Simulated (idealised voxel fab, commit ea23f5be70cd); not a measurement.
Herein follows the process module entitled voxel ribs on slabs.
The cross-section shown here is cut; it is 155 nm wide and divided into square cells measuring 5 nm on a side.
Heads up, the way a cross-section reads in here is a grid of square cells, handed over as bands from the top down, with every band being one or more rows of cells. Within each band entry, the heights of the top and of the bottom of the band appear first, in that order and in nm; the materials of the band then follow from left to right, each with its corresponding width in nm. The designation "full width" on a single material indicates that it fills the band from edge to edge; the designation "air" indicates empty space. Measure heights from 0. That's the level where, below it, the as-received wafer is all one material. The lowest band is bottomless and extends downward; write it as in "0..down". So if you see something like "30->40" for the width, read it as the top row of the band sitting at the first number and the bottom row at the second, with every row in between moving by the same amount as the last. You'll sometimes find "nothing altered" written for a step, and that's the way of saying that nowhere in the cross-section did a cell change during that step. Each empty space that has no open way to the top and spans at least 8 cells appears under "Internal closed voids" as width x height at distance, the distance counted from the left edge, all in nm. Where a step's line continues beyond its settings, the continuation is a remark by the simulator itself on that step. You can add "overlay nm" to a step's line. For a step with a mask, it describes how far the mask lay to the right of its planned position, and a negative number describes a lay to the left.

## Planned process steps
1. RECEIVE | material Si
2. DIRECTIONAL_DEP | material SiO2 | thk nm 20
3. DIRECTIONAL_DEP | material polySi | thk nm 25
4. MASKED_ETCH | tone cover | mask id RIB | width nm 20 | etch materials polySi | depth nm 20 | overlay nm 0
5. MASKED_ETCH | tone cover | mask id SLAB | width nm 70 | etch materials polySi | depth nm 5 | overlay nm 0
6. FILL_DEP | material SiO2 | thk nm 20
7. CMP | height nm 55
8. DIRECTIONAL_DEP | material TiN | thk nm 10
9. PATTERN | tone cover | mask id HEATER | material resist | width nm 30 | thk nm 20 | overlay nm 0
10. DIRECTIONAL_ETCH | etch materials TiN | depth nm 10
11. STRIP | etch materials resist
12. CONFORMAL_DEP | material SiO2 | thk nm 5

## Incoming wafer, cross-sectional view, post step 1
    0..down | Si full width
    Internal closed voids: none

## Cross-sectional image of the first of two wafers at the end of the module, the run having proceeded as planned
    70..65 | air (55), then SiO2 (40), then air (60)
    65..60 | air (55), then SiO2 (5), then TiN (30), then SiO2 (5), then air (60)
    60..55 | SiO2 (60), then TiN (30), then SiO2 (65)
    55..45 | SiO2 full width
    45..25 | SiO2 (65), then polySi (20), then SiO2 (70)
    25..20 | SiO2 (40), then polySi (70), then SiO2 (45)
    20..0 | SiO2 full width
    0..down | Si full width
    Internal closed voids: none

## Cross-sectional image of the second wafer of the two following completion of the module. Starting state and process plan were the same as for the first wafer; one execution error occurred
    70..65 | air (50), then SiO2 (50), then air (55)
    65..60 | air (50), then SiO2 (5), then TiN (40), then SiO2 (5), then air (55)
    60..55 | SiO2 (55), then TiN (40), then SiO2 (60)
    55..45 | SiO2 full width
    45..25 | SiO2 (65), then polySi (20), then SiO2 (70)
    25..20 | SiO2 (40), then polySi (70), then SiO2 (45)
    20..0 | SiO2 full width
    0..down | Si full width
    Internal closed voids: none
Processing error: step 9 ran differently from the plan; actual operation with settings: PATTERN | tone cover | mask id HEATER | material resist | width nm 40 | thk nm 20 | overlay nm 0
FYI, end of process, the second wafer has more or fewer cells of some materials than the first: TiN +4
